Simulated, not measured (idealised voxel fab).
Process module heading - voxel transistor to metal
FYI the section here is cut, 205 nm wide, cells are 5 nm squares.
For the purposes of this document, a cross-section shall be understood as a grid of square cells, specified as bands listed in top-to-bottom order, each band consisting of one or more rows of cells. Heights first: top, then bottom, in nm. Then materials, left to right, each with a width in nm. "all across" on a single material: fills the band edge to edge. "blank": empty space. For the purposes of this specification, 0 denotes the height below which the wafer in its as-received condition is composed wholly of one material, and the lowermost band, lacking a lower limit, extends downward without end, as expressed in "z 0 and below". You'd read "30 to 40" like this: the band's top row of cells is as wide as the first number, its bottom row is as wide as the second, and going down, every row changes width by the same amount as the row before did. Reading "no alteration" for a step: not a cell of the cross-section changed in it. "Trapped void list" enumerates empty spaces isolated from the top, with no open way to it, that contain at least 8 cells, giving each as width x height at distance from the left edge, all three in nm. If you see something after the settings on a step's line, that's the simulator's own remark about that step. overlay nm: on a step with a mask, how far right of its planned place the mask lay; negative means left.
So here's the lineup of process steps we planned
1 RECEIVE, material Si
2 CONFORMAL_DEP, material SiO2, thk nm 5
3 CONFORMAL_DEP, material SiN, thk nm 15
4 DIRECTIONAL_DEP, material aC, thk nm 15
5 PATTERN, tone cover, mask id ACTIVE, material resist, width nm 115, thk nm 35, overlay nm 0
6 DIRECTIONAL_ETCH, etch materials aC, depth nm 15
7 STRIP, etch materials resist
8 DIRECTIONAL_ETCH, etch materials SiN, depth nm 15
9 DIRECTIONAL_ETCH, etch materials SiO2, depth nm 5
10 DIRECTIONAL_ETCH, etch materials Si, depth nm 30
11 STRIP, etch materials aC
12 OXIDIZE, depth nm 5
13 FILL_DEP, material SiO2, thk nm 5
14 CMP, height nm 20
15 SELECTIVE_ETCH, etch materials SiO2, depth nm 15
16 STRIP, etch materials SiN
17 SELECTIVE_ETCH, etch materials SiO2, depth nm 5
18 OXIDIZE, depth nm 5
19 DIRECTIONAL_DEP, material polySi, thk nm 20
20 DIRECTIONAL_DEP, material SiCN, thk nm 15
21 PATTERN, tone cover, mask id GATE, material resist, width nm 25, thk nm 20, overlay nm 0
22 DIRECTIONAL_ETCH, etch materials SiCN, depth nm 25
23 DIRECTIONAL_ETCH, etch materials polySi, depth nm 30
24 STRIP, etch materials resist
25 CONFORMAL_DEP, material SiO2, thk nm 5
26 DIRECTIONAL_ETCH, etch materials SiO2, depth nm 5
27 CONFORMAL_DEP, material SiN, thk nm 5
28 DIRECTIONAL_ETCH, etch materials SiN, depth nm 5
29 DIRECTIONAL_ETCH, etch materials SiO2, depth nm 5
30 DIRECTIONAL_ETCH, etch materials Si, depth nm 10
31 EPI, material pSi, thk nm 15
32 FILL_DEP, material SiO2, thk nm 5
33 CMP, height nm 35
34 DIRECTIONAL_DEP, material SiO2, thk nm 15
35 PATTERN, tone open, mask id CONTACT, material resist, width nm 20, pitch nm 75, thk nm 20, overlay nm 0
36 DIRECTIONAL_ETCH, etch materials SiO2, depth nm 50
37 STRIP, etch materials resist
38 CONFORMAL_DEP, material TiN, thk nm 5
39 FILL_DEP, material Ru, thk nm 5
40 CMP, height nm 50
41 CONFORMAL_DEP, material SiN, thk nm 5
42 DIRECTIONAL_DEP, material lowk, thk nm 15
43 PATTERN, tone open, mask id METAL_1, material resist, width nm 20, pitch nm 75, thk nm 15, overlay nm 0
44 DIRECTIONAL_ETCH, etch materials lowk, depth nm 15
45 DIRECTIONAL_ETCH, etch materials SiN, depth nm 5
46 STRIP, etch materials resist
47 CONFORMAL_DEP, material TiN, thk nm 5
48 FILL_DEP, material W, thk nm 5
49 CMP, height nm 70
50 CONFORMAL_DEP, material SiN, thk nm 5
first wafer, as planned
Received-state cross-section, reflecting completion of step 1
* z 0 and below: Si all across
* Trapped void list: none
after step 2
* z 5 to 0: SiO2 all across
* Note: structure below 0 unchanged.
after step 3
* z 20 to 5: SiN all across
* Note: structure below 5 unchanged.
after step 4
* z 35 to 20: aC all across
* Note: structure below 20 unchanged.
after step 5
* z 70 to 35: blank=45, resist=115, blank=45
* Note: structure below 35 unchanged.
after step 6
* z 55 to 35: blank=45, resist=115, blank=45
* z 35 to 20: blank=45, aC=115, blank=45
* Note: structure below 20 unchanged.
after step 7
* z 35 to 20: blank=45, aC=115, blank=45
* Note: structure below 20 unchanged.
after step 8
* z 35 to 20: blank=45, aC=115, blank=45
* z 20 to 5: blank=45, SiN=115, blank=45
* Note: structure below 5 unchanged.
after step 9
* z 35 to 20: blank=45, aC=115, blank=45
* z 20 to 5: blank=45, SiN=115, blank=45
* z 5 to 0: blank=45, SiO2=115, blank=45
* Note: structure below 0 unchanged.
after step 10
* z 35 to 20: blank=45, aC=115, blank=45
* z 20 to 5: blank=45, SiN=115, blank=45
* z 5 to 0: blank=45, SiO2=115, blank=45
* z 0 to -30: blank=45, Si=115, blank=45
* Note: structure below -30 unchanged.
after step 11
* z 20 to 5: blank=45, SiN=115, blank=45
* Note: structure below 5 unchanged.
after step 12
* z 20 to 5: blank=45, SiN=115, blank=45
* z 5 to 0: blank=45, SiO2=115, blank=45
* z 0 to -30: blank=45, SiO2=5, Si=105, SiO2=5, blank=45
* z -30 to -35: SiO2=50, Si=105, SiO2=50
* Note: structure below -35 unchanged.
after step 13
* z 25 to 20: SiO2 all across
* z 20 to 5: SiO2=45, SiN=115, SiO2=45
* z 5 to 0: SiO2 all across
* z 0 to -35: SiO2=50, Si=105, SiO2=50
* Note: structure below -35 unchanged.
after step 14
* z 20 to 5: SiO2=45, SiN=115, SiO2=45
* Note: structure below 5 unchanged.
after step 15
* z 20 to 5: blank=45, SiN=115, blank=45
* Note: structure below 5 unchanged.
after step 16
* z 5 to 0: SiO2 all across
* Note: structure below 0 unchanged.
after step 17
* z 0 to -35: SiO2=50, Si=105, SiO2=50
* Note: structure below -35 unchanged.
after step 18
* z 0 to -5: SiO2 all across
* Note: structure below -5 unchanged.
after step 19
* z 20 to 0: polySi all across
* Note: structure below 0 unchanged.
after step 20
* z 35 to 20: SiCN all across
* Note: structure below 20 unchanged.
after step 21
* z 55 to 35: blank=90, resist=25, blank=90
* Note: structure below 35 unchanged.
after step 22
* z 55 to 35: blank=90, resist=25, blank=90
* z 35 to 20: blank=90, SiCN=25, blank=90
* Note: structure below 20 unchanged.
after step 23
* z 55 to 35: blank=90, resist=25, blank=90
* z 35 to 20: blank=90, SiCN=25, blank=90
* z 20 to 0: blank=90, polySi=25, blank=90
* Note: structure below 0 unchanged.
after step 24
* z 35 to 20: blank=90, SiCN=25, blank=90
* Note: structure below 20 unchanged.
after step 25
* z 40 to 35: blank=85, SiO2=35, blank=85
* z 35 to 20: blank=85, SiO2=5, SiCN=25, SiO2=5, blank=85
* z 20 to 5: blank=85, SiO2=5, polySi=25, SiO2=5, blank=85
* z 5 to 0: SiO2=90, polySi=25, SiO2=90
* Note: structure below 0 unchanged.
after step 26
* z 35 to 20: blank=85, SiO2=5, SiCN=25, SiO2=5, blank=85
* z 20 to 0: blank=85, SiO2=5, polySi=25, SiO2=5, blank=85
* Note: structure below 0 unchanged.
after step 27
* z 40 to 35: blank=80, SiN=45, blank=80
* z 35 to 20: blank=80, SiN=5, SiO2=5, SiCN=25, SiO2=5, SiN=5, blank=80
* z 20 to 5: blank=80, SiN=5, SiO2=5, polySi=25, SiO2=5, SiN=5, blank=80
* z 5 to 0: SiN=85, SiO2=5, polySi=25, SiO2=5, SiN=85
* Note: structure below 0 unchanged.
after step 28
* z 35 to 20: blank=80, SiN=5, SiO2=5, SiCN=25, SiO2=5, SiN=5, blank=80
* z 20 to 0: blank=80, SiN=5, SiO2=5, polySi=25, SiO2=5, SiN=5, blank=80
* Note: structure below 0 unchanged.
after step 29
* z 35 to 30: blank=80, SiN=5, blank=5, SiCN=25, blank=5, SiN=5, blank=80
* z 30 to 20: blank=80, SiN=5, SiO2=5, SiCN=25, SiO2=5, SiN=5, blank=80
* z 20 to 0: blank=80, SiN=5, SiO2=5, polySi=25, SiO2=5, SiN=5, blank=80
* z 0 to -5: blank=80, SiO2=45, blank=80
* Note: structure below -5 unchanged.
after step 30
* z 35 to 30: blank=80, SiN=5, blank=5, SiCN=25, blank=5, SiN=5, blank=80
* z 30 to 20: blank=80, SiN=5, SiO2=5, SiCN=25, SiO2=5, SiN=5, blank=80
* z 20 to 0: blank=80, SiN=5, SiO2=5, polySi=25, SiO2=5, SiN=5, blank=80
* z 0 to -5: blank=80, SiO2=45, blank=80
* z -5 to -15: SiO2=50, blank=30, Si=45, blank=30, SiO2=50
* Note: structure below -15 unchanged.
after step 31
* z 35 to 30: blank=80, SiN=5, blank=5, SiCN=25, blank=5, SiN=5, blank=80
* z 30 to 20: blank=80, SiN=5, SiO2=5, SiCN=25, SiO2=5, SiN=5, blank=80
* z 20 to 10: blank=80, SiN=5, SiO2=5, polySi=25, SiO2=5, SiN=5, blank=80
* z 10 to 0: blank=65, pSi=15, SiN=5, SiO2=5, polySi=25, SiO2=5, SiN=5, pSi=15, blank=65
* z 0 to -5: blank=45, pSi=35, SiO2=45, pSi=35, blank=45
* z -5 to -15: SiO2=50, pSi=30, Si=45, pSi=30, SiO2=50
* Note: structure below -15 unchanged.
after step 32
* z 40 to 35: SiO2 all across
* z 35 to 20: SiO2=80, SiN=5, SiO2=5, SiCN=25, SiO2=5, SiN=5, SiO2=80
* z 20 to 10: SiO2=80, SiN=5, SiO2=5, polySi=25, SiO2=5, SiN=5, SiO2=80
* z 10 to 0: SiO2=65, pSi=15, SiN=5, SiO2=5, polySi=25, SiO2=5, SiN=5, pSi=15, SiO2=65
* z 0 to -5: SiO2=45, pSi=35, SiO2=45, pSi=35, SiO2=45
* Note: structure below -5 unchanged.
after step 33
* z 35 to 20: SiO2=80, SiN=5, SiO2=5, SiCN=25, SiO2=5, SiN=5, SiO2=80
* Note: structure below 20 unchanged.
after step 34
* z 50 to 35: SiO2 all across
* Note: structure below 35 unchanged.
after step 35
* z 70 to 50: resist=55, blank=20, resist=55, blank=20, resist=55
* Note: structure below 50 unchanged.
after step 36
* z 70 to 50: resist=55, blank=20, resist=55, blank=20, resist=55
* z 50 to 35: SiO2=55, blank=20, SiO2=55, blank=20, SiO2=55
* z 35 to 20: SiO2=55, blank=20, SiO2=5, SiN=5, SiO2=5, SiCN=25, SiO2=5, SiN=5, SiO2=5, blank=20, SiO2=55
* z 20 to 10: SiO2=55, blank=20, SiO2=5, SiN=5, SiO2=5, polySi=25, SiO2=5, SiN=5, SiO2=5, blank=20, SiO2=55
* z 10 to 0: SiO2=55, blank=10, pSi=15, SiN=5, SiO2=5, polySi=25, SiO2=5, SiN=5, pSi=15, blank=10, SiO2=55
* Note: structure below 0 unchanged.
after step 37
* z 50 to 35: SiO2=55, blank=20, SiO2=55, blank=20, SiO2=55
* Note: structure below 35 unchanged.
after step 38
* z 55 to 50: TiN=60, blank=10, TiN=65, blank=10, TiN=60
* z 50 to 35: SiO2=55, TiN=5, blank=10, TiN=5, SiO2=55, TiN=5, blank=10, TiN=5, SiO2=55
* z 35 to 20: SiO2=55, TiN=5, blank=10, TiN=5, SiO2=5, SiN=5, SiO2=5, SiCN=25, SiO2=5, SiN=5, SiO2=5, TiN=5, blank=10, TiN=5, SiO2=55
* z 20 to 15: SiO2=55, TiN=5, blank=10, TiN=5, SiO2=5, SiN=5, SiO2=5, polySi=25, SiO2=5, SiN=5, SiO2=5, TiN=5, blank=10, TiN=5, SiO2=55
* z 15 to 10: SiO2=55, TiN=20, SiO2=5, SiN=5, SiO2=5, polySi=25, SiO2=5, SiN=5, SiO2=5, TiN=20, SiO2=55
* z 10 to 0: SiO2=55, TiN=10, pSi=15, SiN=5, SiO2=5, polySi=25, SiO2=5, SiN=5, pSi=15, TiN=10, SiO2=55
* Note: structure below 0 unchanged.
after step 39
* z 60 to 55: Ru all across
* z 55 to 50: TiN=60, Ru=10, TiN=65, Ru=10, TiN=60
* z 50 to 35: SiO2=55, TiN=5, Ru=10, TiN=5, SiO2=55, TiN=5, Ru=10, TiN=5, SiO2=55
* z 35 to 20: SiO2=55, TiN=5, Ru=10, TiN=5, SiO2=5, SiN=5, SiO2=5, SiCN=25, SiO2=5, SiN=5, SiO2=5, TiN=5, Ru=10, TiN=5, SiO2=55
* z 20 to 15: SiO2=55, TiN=5, Ru=10, TiN=5, SiO2=5, SiN=5, SiO2=5, polySi=25, SiO2=5, SiN=5, SiO2=5, TiN=5, Ru=10, TiN=5, SiO2=55
* Note: structure below 15 unchanged.
after step 40
* z 50 to 35: SiO2=55, TiN=5, Ru=10, TiN=5, SiO2=55, TiN=5, Ru=10, TiN=5, SiO2=55
* Note: structure below 35 unchanged.
after step 41
* z 55 to 50: SiN all across
* Note: structure below 50 unchanged.
after step 42
* z 70 to 55: lowk all across
* Note: structure below 55 unchanged.
after step 43
* z 85 to 70: resist=55, blank=20, resist=55, blank=20, resist=55
* Note: structure below 70 unchanged.
after step 44
* z 85 to 70: resist=55, blank=20, resist=55, blank=20, resist=55
* z 70 to 55: lowk=55, blank=20, lowk=55, blank=20, lowk=55
* Note: structure below 55 unchanged.
after step 45
* z 85 to 70: resist=55, blank=20, resist=55, blank=20, resist=55
* z 70 to 55: lowk=55, blank=20, lowk=55, blank=20, lowk=55
* z 55 to 50: SiN=55, blank=20, SiN=55, blank=20, SiN=55
* Note: structure below 50 unchanged.
after step 46
* z 70 to 55: lowk=55, blank=20, lowk=55, blank=20, lowk=55
* Note: structure below 55 unchanged.
after step 47
* z 75 to 70: TiN=60, blank=10, TiN=65, blank=10, TiN=60
* z 70 to 55: lowk=55, TiN=5, blank=10, TiN=5, lowk=55, TiN=5, blank=10, TiN=5, lowk=55
* z 55 to 50: SiN=55, TiN=20, SiN=55, TiN=20, SiN=55
* Note: structure below 50 unchanged.
after step 48
* z 80 to 75: W all across
* z 75 to 70: TiN=60, W=10, TiN=65, W=10, TiN=60
* z 70 to 55: lowk=55, TiN=5, W=10, TiN=5, lowk=55, TiN=5, W=10, TiN=5, lowk=55
* Note: structure below 55 unchanged.
after step 49
* z 70 to 55: lowk=55, TiN=5, W=10, TiN=5, lowk=55, TiN=5, W=10, TiN=5, lowk=55
* Note: structure below 55 unchanged.
after step 50
* z 75 to 70: SiN all across
* Note: structure below 70 unchanged.
Regarding the second of the two wafers: it shared the first wafer's starting condition and process plan, yet one error occurred during its execution. Its history coincides with that of the first wafer up to and including step 1
Cross-section of the second wafer at the time step 2 of the plan should have ended: no alteration
Cross-section of the second wafer at the time step 3 of the plan should have ended
* z 15 to 0: SiN all across
* Note: structure below 0 unchanged.
Cross-section of the second wafer at the time step 4 of the plan should have ended
* z 30 to 15: aC all across
* Note: structure below 15 unchanged.
Cross-section of the second wafer at the time step 5 of the plan should have ended
* z 65 to 30: blank=45, resist=115, blank=45
* Note: structure below 30 unchanged.
Cross-section of the second wafer at the time step 6 of the plan should have ended
* z 50 to 30: blank=45, resist=115, blank=45
* z 30 to 15: blank=45, aC=115, blank=45
* Note: structure below 15 unchanged.
Cross-section of the second wafer at the time step 7 of the plan should have ended
* z 30 to 15: blank=45, aC=115, blank=45
* Note: structure below 15 unchanged.
Cross-section of the second wafer at the time step 8 of the plan should have ended
* z 30 to 15: blank=45, aC=115, blank=45
* z 15 to 0: blank=45, SiN=115, blank=45
* Note: structure below 0 unchanged.
Cross-section of the second wafer at the time step 9 of the plan should have ended: no alteration
Cross-section of the second wafer at the time step 10 of the plan should have ended
* z 30 to 15: blank=45, aC=115, blank=45
* z 15 to 0: blank=45, SiN=115, blank=45
* z 0 to -30: blank=45, Si=115, blank=45
* Note: structure below -30 unchanged.
Cross-section of the second wafer at the time step 11 of the plan should have ended
* z 15 to 0: blank=45, SiN=115, blank=45
* Note: structure below 0 unchanged.
Cross-section of the second wafer at the time step 12 of the plan should have ended
* z 15 to 0: blank=45, SiN=115, blank=45
* z 0 to -30: blank=45, SiO2=5, Si=105, SiO2=5, blank=45
* z -30 to -35: SiO2=50, Si=105, SiO2=50
* Note: structure below -35 unchanged.
Cross-section of the second wafer at the time step 13 of the plan should have ended
* z 20 to 15: SiO2 all across
* z 15 to 0: SiO2=45, SiN=115, SiO2=45
* z 0 to -35: SiO2=50, Si=105, SiO2=50
* Note: structure below -35 unchanged.
Cross-section of the second wafer at the time step 14 of the plan should have ended: no alteration
Cross-section of the second wafer at the time step 15 of the plan should have ended
* z 15 to 5: blank=45, SiN=115, blank=45
* Note: structure below 5 unchanged.
Cross-section of the second wafer at the time step 16 of the plan should have ended
* z 5 to 0: SiO2=45, blank=115, SiO2=45
* Note: structure below 0 unchanged.
Cross-section of the second wafer at the time step 17 of the plan should have ended
* z 0 to -5: SiO2=40, blank=10, Si=105, blank=10, SiO2=40
* Note: structure below -5 unchanged.
Cross-section of the second wafer at the time step 18 of the plan should have ended
* z 0 to -5: SiO2=40, blank=10, SiO2=105, blank=10, SiO2=40
* z -5 to -10: SiO2=55, Si=95, SiO2=55
* Note: structure below -10 unchanged.
Cross-section of the second wafer at the time step 19 of the plan should have ended
* z 20 to 15: polySi=40, blank=10, polySi=105, blank=10, polySi=40
* z 15 to 0: polySi all across
* z 0 to -5: SiO2=40, polySi=10, SiO2=105, polySi=10, SiO2=40
* Note: structure below -5 unchanged.
Cross-section of the second wafer at the time step 20 of the plan should have ended
* z 35 to 30: SiCN=40, blank=10, SiCN=105, blank=10, SiCN=40
* z 30 to 20: SiCN all across
* z 20 to 15: polySi=40, SiCN=10, polySi=105, SiCN=10, polySi=40
* Note: structure below 15 unchanged.
Cross-section of the second wafer at the time step 21 of the plan should have ended
* z 55 to 35: blank=90, resist=25, blank=90
* Note: structure below 35 unchanged.
Cross-section of the second wafer at the time step 22 of the plan should have ended
* z 55 to 35: blank=90, resist=25, blank=90
* z 35 to 20: blank=90, SiCN=25, blank=90
* z 20 to 15: polySi=40, blank=10, polySi=105, blank=10, polySi=40
* Note: structure below 15 unchanged.
Cross-section of the second wafer at the time step 23 of the plan should have ended
* z 55 to 35: blank=90, resist=25, blank=90
* z 35 to 20: blank=90, SiCN=25, blank=90
* z 20 to 0: blank=90, polySi=25, blank=90
* z 0 to -5: SiO2=40, blank=10, SiO2=105, blank=10, SiO2=40
* Note: structure below -5 unchanged.
Cross-section of the second wafer at the time step 24 of the plan should have ended
* z 35 to 20: blank=90, SiCN=25, blank=90
* Note: structure below 20 unchanged.
Cross-section of the second wafer at the time step 25 of the plan should have ended
* z 40 to 35: blank=85, SiO2=35, blank=85
* z 35 to 20: blank=85, SiO2=5, SiCN=25, SiO2=5, blank=85
* z 20 to 5: blank=85, SiO2=5, polySi=25, SiO2=5, blank=85
* z 5 to 0: SiO2=90, polySi=25, SiO2=90
* z 0 to -5: SiO2 all across
* Note: structure below -5 unchanged.
Cross-section of the second wafer at the time step 26 of the plan should have ended
* z 35 to 20: blank=85, SiO2=5, SiCN=25, SiO2=5, blank=85
* z 20 to 0: blank=85, SiO2=5, polySi=25, SiO2=5, blank=85
* Note: structure below 0 unchanged.
Cross-section of the second wafer at the time step 27 of the plan should have ended
* z 40 to 35: blank=80, SiN=45, blank=80
* z 35 to 20: blank=80, SiN=5, SiO2=5, SiCN=25, SiO2=5, SiN=5, blank=80
* z 20 to 5: blank=80, SiN=5, SiO2=5, polySi=25, SiO2=5, SiN=5, blank=80
* z 5 to 0: SiN=85, SiO2=5, polySi=25, SiO2=5, SiN=85
* Note: structure below 0 unchanged.
Cross-section of the second wafer at the time step 28 of the plan should have ended
* z 35 to 20: blank=80, SiN=5, SiO2=5, SiCN=25, SiO2=5, SiN=5, blank=80
* z 20 to 0: blank=80, SiN=5, SiO2=5, polySi=25, SiO2=5, SiN=5, blank=80
* Note: structure below 0 unchanged.
Cross-section of the second wafer at the time step 29 of the plan should have ended
* z 35 to 30: blank=80, SiN=5, blank=5, SiCN=25, blank=5, SiN=5, blank=80
* z 30 to 20: blank=80, SiN=5, SiO2=5, SiCN=25, SiO2=5, SiN=5, blank=80
* z 20 to 0: blank=80, SiN=5, SiO2=5, polySi=25, SiO2=5, SiN=5, blank=80
* z 0 to -5: blank=80, SiO2=45, blank=80
* Note: structure below -5 unchanged.
Cross-section of the second wafer at the time step 30 of the plan should have ended
* z 35 to 30: blank=80, SiN=5, blank=5, SiCN=25, blank=5, SiN=5, blank=80
* z 30 to 20: blank=80, SiN=5, SiO2=5, SiCN=25, SiO2=5, SiN=5, blank=80
* z 20 to 0: blank=80, SiN=5, SiO2=5, polySi=25, SiO2=5, SiN=5, blank=80
* z 0 to -5: blank=80, SiO2=45, blank=80
* z -5 to -10: SiO2=55, blank=25, Si=45, blank=25, SiO2=55
* z -10 to -15: SiO2=50, Si=5, blank=25, Si=45, blank=25, Si=5, SiO2=50
* Note: structure below -15 unchanged.
Cross-section of the second wafer at the time step 31 of the plan should have ended
* z 35 to 30: blank=80, SiN=5, blank=5, SiCN=25, blank=5, SiN=5, blank=80
* z 30 to 20: blank=80, SiN=5, SiO2=5, SiCN=25, SiO2=5, SiN=5, blank=80
* z 20 to 10: blank=80, SiN=5, SiO2=5, polySi=25, SiO2=5, SiN=5, blank=80
* z 10 to 0: blank=65 to 45, pSi=15 to 35, SiN=5, SiO2=5, polySi=25, SiO2=5, SiN=5, pSi=15 to 35, blank=65 to 45
* z 0 to -5: blank=45, pSi=35, SiO2=45, pSi=35, blank=45
* z -5 to -10: SiO2=55, pSi=25, Si=45, pSi=25, SiO2=55
* z -10 to -15: SiO2=50, Si=5, pSi=25, Si=45, pSi=25, Si=5, SiO2=50
* Note: structure below -15 unchanged.
Cross-section of the second wafer at the time step 32 of the plan should have ended
* z 40 to 35: SiO2 all across
* z 35 to 20: SiO2=80, SiN=5, SiO2=5, SiCN=25, SiO2=5, SiN=5, SiO2=80
* z 20 to 10: SiO2=80, SiN=5, SiO2=5, polySi=25, SiO2=5, SiN=5, SiO2=80
* z 10 to 0: SiO2=65 to 45, pSi=15 to 35, SiN=5, SiO2=5, polySi=25, SiO2=5, SiN=5, pSi=15 to 35, SiO2=65 to 45
* z 0 to -5: SiO2=45, pSi=35, SiO2=45, pSi=35, SiO2=45
* Note: structure below -5 unchanged.
Cross-section of the second wafer at the time step 33 of the plan should have ended
* z 35 to 20: SiO2=80, SiN=5, SiO2=5, SiCN=25, SiO2=5, SiN=5, SiO2=80
* Note: structure below 20 unchanged.
Cross-section of the second wafer at the time step 34 of the plan should have ended
* z 50 to 35: SiO2 all across
* Note: structure below 35 unchanged.
Cross-section of the second wafer at the time step 35 of the plan should have ended
* z 70 to 50: resist=55, blank=20, resist=55, blank=20, resist=55
* Note: structure below 50 unchanged.
Cross-section of the second wafer at the time step 36 of the plan should have ended
* z 70 to 50: resist=55, blank=20, resist=55, blank=20, resist=55
* z 50 to 35: SiO2=55, blank=20, SiO2=55, blank=20, SiO2=55
* z 35 to 20: SiO2=55, blank=20, SiO2=5, SiN=5, SiO2=5, SiCN=25, SiO2=5, SiN=5, SiO2=5, blank=20, SiO2=55
* z 20 to 10: SiO2=55, blank=20, SiO2=5, SiN=5, SiO2=5, polySi=25, SiO2=5, SiN=5, SiO2=5, blank=20, SiO2=55
* z 10 to 5: SiO2=55, blank=10, pSi=15, SiN=5, SiO2=5, polySi=25, SiO2=5, SiN=5, pSi=15, blank=10, SiO2=55
* Note: structure below 5 unchanged.
Cross-section of the second wafer at the time step 37 of the plan should have ended
* z 50 to 35: SiO2=55, blank=20, SiO2=55, blank=20, SiO2=55
* Note: structure below 35 unchanged.
Cross-section of the second wafer at the time step 38 of the plan should have ended
* z 55 to 50: TiN=60, blank=10, TiN=65, blank=10, TiN=60
* z 50 to 35: SiO2=55, TiN=5, blank=10, TiN=5, SiO2=55, TiN=5, blank=10, TiN=5, SiO2=55
* z 35 to 20: SiO2=55, TiN=5, blank=10, TiN=5, SiO2=5, SiN=5, SiO2=5, SiCN=25, SiO2=5, SiN=5, SiO2=5, TiN=5, blank=10, TiN=5, SiO2=55
* z 20 to 15: SiO2=55, TiN=5, blank=10, TiN=5, SiO2=5, SiN=5, SiO2=5, polySi=25, SiO2=5, SiN=5, SiO2=5, TiN=5, blank=10, TiN=5, SiO2=55
* z 15 to 10: SiO2=55, TiN=20, SiO2=5, SiN=5, SiO2=5, polySi=25, SiO2=5, SiN=5, SiO2=5, TiN=20, SiO2=55
* z 10 to 5: SiO2=55, TiN=10, pSi=15, SiN=5, SiO2=5, polySi=25, SiO2=5, SiN=5, pSi=15, TiN=10, SiO2=55
* Note: structure below 5 unchanged.
Cross-section of the second wafer at the time step 39 of the plan should have ended
* z 60 to 55: Ru all across
* z 55 to 50: TiN=60, Ru=10, TiN=65, Ru=10, TiN=60
* z 50 to 35: SiO2=55, TiN=5, Ru=10, TiN=5, SiO2=55, TiN=5, Ru=10, TiN=5, SiO2=55
* z 35 to 20: SiO2=55, TiN=5, Ru=10, TiN=5, SiO2=5, SiN=5, SiO2=5, SiCN=25, SiO2=5, SiN=5, SiO2=5, TiN=5, Ru=10, TiN=5, SiO2=55
* z 20 to 15: SiO2=55, TiN=5, Ru=10, TiN=5, SiO2=5, SiN=5, SiO2=5, polySi=25, SiO2=5, SiN=5, SiO2=5, TiN=5, Ru=10, TiN=5, SiO2=55
* Note: structure below 15 unchanged.
Cross-section of the second wafer at the time step 40 of the plan should have ended
* z 50 to 35: SiO2=55, TiN=5, Ru=10, TiN=5, SiO2=55, TiN=5, Ru=10, TiN=5, SiO2=55
* Note: structure below 35 unchanged.
Cross-section of the second wafer at the time step 41 of the plan should have ended
* z 55 to 50: SiN all across
* Note: structure below 50 unchanged.
Cross-section of the second wafer at the time step 42 of the plan should have ended
* z 70 to 55: lowk all across
* Note: structure below 55 unchanged.
Cross-section of the second wafer at the time step 43 of the plan should have ended
* z 85 to 70: resist=55, blank=20, resist=55, blank=20, resist=55
* Note: structure below 70 unchanged.
Cross-section of the second wafer at the time step 44 of the plan should have ended
* z 85 to 70: resist=55, blank=20, resist=55, blank=20, resist=55
* z 70 to 55: lowk=55, blank=20, lowk=55, blank=20, lowk=55
* Note: structure below 55 unchanged.
Cross-section of the second wafer at the time step 45 of the plan should have ended
* z 85 to 70: resist=55, blank=20, resist=55, blank=20, resist=55
* z 70 to 55: lowk=55, blank=20, lowk=55, blank=20, lowk=55
* z 55 to 50: SiN=55, blank=20, SiN=55, blank=20, SiN=55
* Note: structure below 50 unchanged.
Cross-section of the second wafer at the time step 46 of the plan should have ended
* z 70 to 55: lowk=55, blank=20, lowk=55, blank=20, lowk=55
* Note: structure below 55 unchanged.
Cross-section of the second wafer at the time step 47 of the plan should have ended
* z 75 to 70: TiN=60, blank=10, TiN=65, blank=10, TiN=60
* z 70 to 55: lowk=55, TiN=5, blank=10, TiN=5, lowk=55, TiN=5, blank=10, TiN=5, lowk=55
* z 55 to 50: SiN=55, TiN=20, SiN=55, TiN=20, SiN=55
* Note: structure below 50 unchanged.
Cross-section of the second wafer at the time step 48 of the plan should have ended
* z 80 to 75: W all across
* z 75 to 70: TiN=60, W=10, TiN=65, W=10, TiN=60
* z 70 to 55: lowk=55, TiN=5, W=10, TiN=5, lowk=55, TiN=5, W=10, TiN=5, lowk=55
* Note: structure below 55 unchanged.
Cross-section of the second wafer at the time step 49 of the plan should have ended
* z 70 to 55: lowk=55, TiN=5, W=10, TiN=5, lowk=55, TiN=5, W=10, TiN=5, lowk=55
* Note: structure below 55 unchanged.
Cross-section of the second wafer at the time step 50 of the plan should have ended
* z 75 to 70: SiN all across
* Note: structure below 70 unchanged.
Error vs. plan: with respect to the plan, step 2 was omitted and not executed
The second wafer ends with more or fewer cells of some materials than the first, per final count: 2 more of Si; 2 fewer of SiO2; 4 fewer of TiN; 4 more of pSi
